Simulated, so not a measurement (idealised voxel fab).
The following process module bears the name voxel capacitor over wiring.
Cross-section cut spans 270 nm and uses square cells 5 nm in size.
Throughout this document, each cross-section is represented as a grid of square cells and is presented as a sequence of bands enumerated from the top downward, where a band comprises one or more rows of cells. Each band's line starts with the height of the band's top and of its bottom, in nm. Then come its materials from left to right, each with its width in nm. One material with "edge to edge" fills the band from edge to edge. "blank" is empty space. Heights from 0 (as-received wafer is one material below). Bottom band endless downward, as "0..down". When a width is written as two numbers, as in "30 to 40", the first number is the width in the top row of cells of the band and the second is the width in its bottom row, and the width changes by the same amount from each row to the next. Where a step carries "remained unchanged", the cross-section came out of it unchanged, cell for cell. In the "Fully sealed cavities" entry, you get each enclosed empty space of 8 cells or more, one with no open way to the top, written width x height at distance, distance from the left edge, in nm. Past the settings on a step's line: simulator remark, on that step. The "overlay nm" setting may appear on a step's line; for a step that uses a mask, it gives how far to the right of its planned position the mask lay, and a negative value indicates the left.

### So here's the lineup of process steps we planned
1. RECEIVE with material Si
2. CONFORMAL_DEP with material SiO2, thk nm 15
3. CONFORMAL_DEP with material SiCN, thk nm 5
4. DIRECTIONAL_DEP with material lowk, thk nm 15
5. PATTERN with tone open, mask id METAL_1, material resist, width nm 25, pitch nm 95, thk nm 15, overlay nm 0
6. DIRECTIONAL_ETCH with etch materials lowk, depth nm 15
7. DIRECTIONAL_ETCH with etch materials SiCN, depth nm 5
8. STRIP with etch materials resist
9. CONFORMAL_DEP with material TiN, thk nm 5
10. FILL_DEP with material W, thk nm 10
11. CMP with height nm 35
12. EPI with material Ru, thk nm 5
13. FILL_DEP with material SiCN, thk nm 5
14. DIRECTIONAL_DEP with material SiO2, thk nm 15
15. MASKED_ETCH with tone open, mask id PLUG_1, width nm 15, etch materials SiO2, depth nm 15, overlay nm 0
16. MASKED_ETCH with tone open, mask id PLUG_1, width nm 15, etch materials SiCN, depth nm 5, overlay nm 0
17. EPI with material Ru, thk nm 10
18. EPI with material Ru, thk nm 10
19. DIRECTIONAL_DEP with material TiN, thk nm 5
20. DIRECTIONAL_DEP with material SiN, thk nm 5
21. DIRECTIONAL_DEP with material TiN, thk nm 10
22. MASKED_ETCH with tone cover, mask id UPPER_PLATE, width nm 75, etch materials TiN, depth nm 10, overlay nm 0
23. MASKED_ETCH with tone cover, mask id UPPER_PLATE, width nm 75, etch materials SiN, depth nm 5, overlay nm 0
24. DIRECTIONAL_DEP with material aC, thk nm 10
25. PATTERN with tone cover, mask id LOWER_PLATE, material resist, width nm 85, thk nm 25, overlay nm 0
26. DIRECTIONAL_ETCH with etch materials aC, depth nm 10
27. STRIP with etch materials resist
28. DIRECTIONAL_ETCH with etch materials TiN, depth nm 5
29. STRIP with etch materials aC
30. FILL_DEP with material SiO2, thk nm 20
31. CMP with height nm 95
32. PATTERN with tone open, mask id PLUG_2, material resist, width nm 15, thk nm 20, overlay nm 0
33. DIRECTIONAL_ETCH with etch materials SiO2, depth nm 15
34. STRIP with etch materials resist
35. CONFORMAL_DEP with material TiN, thk nm 5
36. FILL_DEP with material W, thk nm 10
37. CMP with height nm 95
38. CONFORMAL_DEP with material SiCN, thk nm 5
The wafers are alike at the start. At step 15, their width nm differs. The plan lists the first wafer's value.

### Cross-section of the first of several received wafers, showing its state after step 1
  0..down: Si edge to edge
  Fully sealed cavities: none

### Wafer cross-section (first of several) - module end, post step 38 (last step)
  100..95: SiCN edge to edge
  95..85: 95 nm SiO2 | 5 nm TiN | 5 nm W | 5 nm TiN | 160 nm SiO2
  85..80: 95 nm SiO2 | 15 nm TiN | 160 nm SiO2
  80..70: 85 nm SiO2 | 75 nm TiN | 110 nm SiO2
  70..65: 85 nm SiO2 | 75 nm SiN | 110 nm SiO2
  65..60: 80 nm SiO2 | 85 nm TiN | 105 nm SiO2
  60..45: 85 nm SiO2 | 15 nm Ru | 170 nm SiO2
  45..40: 85 nm SiCN | 15 nm Ru | 170 nm SiCN
  40..35: 70 nm SiCN | 35 nm Ru | 60 nm SiCN | 35 nm Ru | 70 nm SiCN
  35..20: 75 nm lowk | 5 nm TiN | 15 nm W | 5 nm TiN | 70 nm lowk | 5 nm TiN | 15 nm W | 5 nm TiN | 75 nm lowk
  20..15: 75 nm SiCN | 25 nm TiN | 70 nm SiCN | 25 nm TiN | 75 nm SiCN
  15..0: SiO2 edge to edge
  0..down: Si edge to edge
  Fully sealed cavities: none

### Showing the last wafer in cross-section at the end of the module
  100..95: SiCN edge to edge
  95..85: 95 nm SiO2 | 5 nm TiN | 5 nm W | 5 nm TiN | 160 nm SiO2
  85..80: 95 nm SiO2 | 15 nm TiN | 160 nm SiO2
  80..70: 85 nm SiO2 | 75 nm TiN | 110 nm SiO2
  70..65: 85 nm SiO2 | 75 nm SiN | 110 nm SiO2
  65..60: 80 nm SiO2 | 85 nm TiN | 105 nm SiO2
  60..45: 80 nm SiO2 | 30 nm Ru | 160 nm SiO2
  45..40: 85 nm SiCN | 15 nm Ru | 170 nm SiCN
  40..35: 70 nm SiCN | 35 nm Ru | 60 nm SiCN | 35 nm Ru | 70 nm SiCN
  35..20: 75 nm lowk | 5 nm TiN | 15 nm W | 5 nm TiN | 70 nm lowk | 5 nm TiN | 15 nm W | 5 nm TiN | 75 nm lowk
  20..15: 75 nm SiCN | 25 nm TiN | 70 nm SiCN | 25 nm TiN | 75 nm SiCN
  15..0: SiO2 edge to edge
  0..down: Si edge to edge
  Fully sealed cavities: none

### Rows = wafers. At module end, each row lists per material the cells gained (+) or lost (-) since the wafer was received, then the closed voids
width nm 15; +26 Ru; +189 SiCN; +15 SiN; +622 SiO2; +76 TiN; +20 W; +132 lowk; Fully sealed cavities: none
width nm 20; +29 Ru; +189 SiCN; +15 SiN; +619 SiO2; +76 TiN; +20 W; +132 lowk; Fully sealed cavities: none
width nm 25; +32 Ru; +189 SiCN; +15 SiN; +616 SiO2; +76 TiN; +20 W; +132 lowk; Fully sealed cavities: none
width nm 30; +35 Ru; +189 SiCN; +15 SiN; +613 SiO2; +76 TiN; +20 W; +132 lowk; Fully sealed cavities: none
